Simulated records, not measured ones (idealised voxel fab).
process module | voxel plated lines
Pictured: cross-section cut, 230 nm wide, on a grid of 5 nm square cells.
The cross-sections in this document take the form of a grid made of square cells. They are written out as bands, in order from top to bottom. Each band consists of one or more rows of cells.
Read a band's entry like this: the first values are the height of its top and the height of its bottom in nm, and what follows is the sequence of materials from left to right, each with its width in nm. Note that "air" is empty space, and that a single material marked "all across" reaches across the band from edge to edge.
Zero point of the height axis is 0; under it, received wafer = one material. Lowest band: continues down indefinitely, "0 -> down".
With a width like "30 to 40", each row of cells in the band differs from the next by the same amount, the top row carrying the first number and the bottom row the second.
"nothing different" after a step means that no cell of the cross-section changed.
In the "Trapped voids" entry, you get each enclosed empty space of 8 cells or more, one with no open way to the top, written width x height at distance, distance from the left edge, in nm.
It should be noted that, on the line of a given step, the content following the step's settings is a remark produced by the simulator itself with respect to that step.
overlay nm: mask right of planned place by this much (step with mask). Neg. = left.
The process steps that were planned are listed below:
1 RECEIVE,material Si
2 CONFORMAL_DEP,material SiN,thk nm 5
3 DIRECTIONAL_DEP,material TiN,thk nm 5
4 PATTERN,tone open,mask id LINES,material resist,width nm 20,pitch nm 50,thk nm 25,overlay nm 0
5 EPI,material Ru,thk nm 10
6 EPI,material Ru,thk nm 5
7 STRIP,etch materials resist
8 DIRECTIONAL_ETCH,etch materials TiN,depth nm 5
9 CONFORMAL_DEP,material SiCN,thk nm 10
As received, after step 1:
* 0 -> down  Si all across
* Trapped voids: none
The following cross-section depicts the wafer upon conclusion of the module. Processing commenced from the starting condition illustrated above and adhered to the plan illustrated above, save for one mistake in execution:
* 30 -> 20  air: 70; SiCN: 40; air: 10; SiCN: 40; air: 70
* 20 -> 10  air: 70; SiCN: 10; Ru: 20; SiCN: 10; air: 10; SiCN: 10; Ru: 20; SiCN: 10; air: 70
* 10 -> 5  SiCN: 80; Ru: 20; SiCN: 30; Ru: 20; SiCN: 80
* 5 -> 0  SiCN: 80; TiN: 20; SiCN: 30; TiN: 20; SiCN: 80
* 0 -> down  Si all across
* Trapped voids: none
Which mistake was made when the wafer was run? step 2 of the plan got skipped, so it never ran
